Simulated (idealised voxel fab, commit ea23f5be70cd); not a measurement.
You're looking at the process module voxel quadruple lines.
Each square cell in cross-section cut measures 5 nm, and the section as a whole is 215 nm wide.
Each cross-section below is a grid of square cells, stated as bands in top-down order, with one or more rows of cells making up each band.
A band entry consists of two parts. The first gives the height of the band's top and the height of its bottom, in nm. The rest lists the band's materials from left to right, each with its width in nm. A single material labelled with the word "throughout" fills the band from edge to edge, and the word "empty" marks empty space.
Ref level 0: as-received wafer is one material below here. Bottom band extends down with no lower bound ("top 0, no bottom").
Per-row width for "30..40": begins at first number (top row of band), ends at second number (bottom row), increment between rows held constant.
Where a step carries "no change", the cross-section came out of it unchanged, cell for cell.
"Fully sealed cavities": sealed empty spaces, 8 cells or more, no open way to top, listed width x height at distance, with distance from the left edge and width, height and distance in nm.
Text after the settings on a step's line: the simulator's own remark on that step.
If you see "overlay nm" on a step's line and that step has a mask, it's telling you how far right of where it was planned the mask ended up; a negative number means it went left instead.
-- These are the steps we planned for the process
1: RECEIVE, material Si
2: CONFORMAL_DEP, material SiO2, thk nm 10
3: DIRECTIONAL_DEP, material Ru, thk nm 15
4: DIRECTIONAL_DEP, material polySi, thk nm 15
5: DIRECTIONAL_DEP, material aC, thk nm 25
6: PATTERN, tone cover, mask id MANDREL, material resist, width nm 20, pitch nm 60, thk nm 35, overlay nm 0
7: DIRECTIONAL_ETCH, etch materials aC, depth nm 25
8: STRIP, etch materials resist
9: CONFORMAL_DEP, material SiO2, thk nm 10
10: DIRECTIONAL_ETCH, etch materials SiO2, depth nm 10
11: STRIP, etch materials aC
12: DIRECTIONAL_ETCH, etch materials polySi, depth nm 15
13: STRIP, etch materials SiO2
14: CONFORMAL_DEP, material SiCN, thk nm 5
15: DIRECTIONAL_ETCH, etch materials SiCN, depth nm 5
16: STRIP, etch materials polySi
17: DIRECTIONAL_ETCH, etch materials Ru, depth nm 15
18: STRIP, etch materials SiCN
19: FILL_DEP, material lowk, thk nm 10
20: CMP, height nm 25
The thk nm used in step 14 is not the same on every wafer, whereas the starting condition is; the value printed in the plan is the first wafer's.
-- Cross-section, first of several wafers, as delivered after step 1
- top 0, no bottom  Si throughout
- Fully sealed cavities: none
-- Once step 20, the last step, is complete, the module is at its end; this is the cross-section of the first of several wafers
- top 25, bottom 10  lowk=50, then Ru=5, then lowk=10, then Ru=5, then lowk=10, then Ru=5, then lowk=10, then Ru=5, then lowk=10, then Ru=5, then lowk=10, then Ru=5, then lowk=10, then Ru=5, then lowk=10, then Ru=5, then lowk=55
- top 10, bottom 0  SiO2 throughout
- top 0, no bottom  Si throughout
- Fully sealed cavities: none
-- Last wafer of the set, cross-sectioned at end of module
- top 25, bottom 10  Ru throughout
- top 10, bottom 0  SiO2 throughout
- top 0, no bottom  Si throughout
- Fully sealed cavities: none
-- Per-wafer rows below. For each material: cells gained (+) or lost (-) since the wafer was received, as of end of module. Then: closed voids
thk nm 5 | +24 Ru | +86 SiO2 | +105 lowk | Fully sealed cavities: none
thk nm 10 | +129 Ru | +86 SiO2 | Fully sealed cavities: none
thk nm 15 | +129 Ru | +86 SiO2 | Fully sealed cavities: none
thk nm 20 | +129 Ru | +86 SiO2 | Fully sealed cavities: none
